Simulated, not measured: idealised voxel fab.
process module | voxel wiring stack
cross-section cut | 230 nm wide | cells 5 nm
A cross-section is a grid of square cells, given in bands from the top down. A band is one or more rows of cells.
Each band's line starts with the height of the band's top and of its bottom, in nm. Then come its materials from left to right, each with its width in nm. One material with "throughout" fills the band from edge to edge. "air" is empty space.
Height 0 is the level under which the wafer as received is all one material. The lowest band goes on downwards, as in "0 down".
A width such as "30 to 40" changes by the same amount from each row of cells to the next, from the band's top row to its bottom row.
"no change" after a step means that no cell of the cross-section changed.
closed voids: empty space of 8 cells or more with no open way to the top, each as width x height at its distance from the left edge, in nm
after a step's settings: what the simulator itself notes on the step
overlay nm, on a step with a mask: how far to the right of its planned place the mask lay; to the left if negative
plan
1 op RECEIVE | material Si
2 op CONFORMAL_DEP | material SiO2 | thk nm 10
3 op DIRECTIONAL_DEP | material TiN | thk nm 5
4 op DIRECTIONAL_DEP | material Ru | thk nm 25
5 op MASKED_ETCH | tone cover | mask id METAL_1 | width nm 25 | pitch nm 40 | etch materials Ru | depth nm 25 | overlay nm 0
6 op MASKED_ETCH | tone cover | mask id METAL_1 | width nm 25 | pitch nm 40 | etch materials TiN | depth nm 5 | overlay nm 0
7 op CONFORMAL_DEP | material SiN | thk nm 5
8 op FILL_DEP | material lowk | thk nm 10
9 op CMP | height nm 40
10 op CONFORMAL_DEP | material SiCN | thk nm 5
11 op DIRECTIONAL_DEP | material SiO2 | thk nm 15
12 op DIRECTIONAL_DEP | material aC | thk nm 15
13 op PATTERN | tone open | mask id PLUG_1 | material resist | width nm 15 | pitch nm 80 | thk nm 35 | overlay nm 0
14 op DIRECTIONAL_ETCH | etch materials aC | depth nm 15
15 op STRIP | etch materials resist
16 op DIRECTIONAL_ETCH | etch materials SiO2 | depth nm 15
17 op DIRECTIONAL_ETCH | etch materials SiCN | depth nm 5
18 op STRIP | etch materials aC
19 op CONFORMAL_DEP | material TiN | thk nm 5
20 op FILL_DEP | material Ru | thk nm 5
21 op CMP | height nm 60
22 op DIRECTIONAL_DEP | material TiN | thk nm 5
23 op DIRECTIONAL_DEP | material Ru | thk nm 20
24 op MASKED_ETCH | tone cover | mask id METAL_2 | width nm 25 | pitch nm 40 | etch materials Ru | depth nm 20 | overlay nm 0
25 op MASKED_ETCH | tone cover | mask id METAL_2 | width nm 25 | pitch nm 40 | etch materials TiN | depth nm 5 | overlay nm 0
26 op CONFORMAL_DEP | material SiN | thk nm 5
27 op FILL_DEP | material lowk | thk nm 10
28 op CMP | height nm 85
29 op CONFORMAL_DEP | material SiCN | thk nm 5
varied across the wafers: thk nm of step 7. The plan shows the first wafer's value. All wafers start alike
first wafer as received, after step 1
  0 down: Si throughout
  closed voids: none
each wafer at the end: cells of each material gained (+) or lost (-) since it was received, then its closed voids
thk nm 5 | +186 Ru | +86 SiCN | +124 SiN | +212 SiO2 | +58 TiN | +162 lowk | closed voids: none
thk nm 10 | +186 Ru | +86 SiCN | +162 SiN | +212 SiO2 | +58 TiN | +124 lowk | closed voids: none
thk nm 15 | +186 Ru | +86 SiCN | +181 SiN | +212 SiO2 | +58 TiN | +105 lowk | closed voids: none
thk nm 20 | +186 Ru | +86 SiCN | +196 SiN | +212 SiO2 | +58 TiN | +90 lowk | closed voids: none
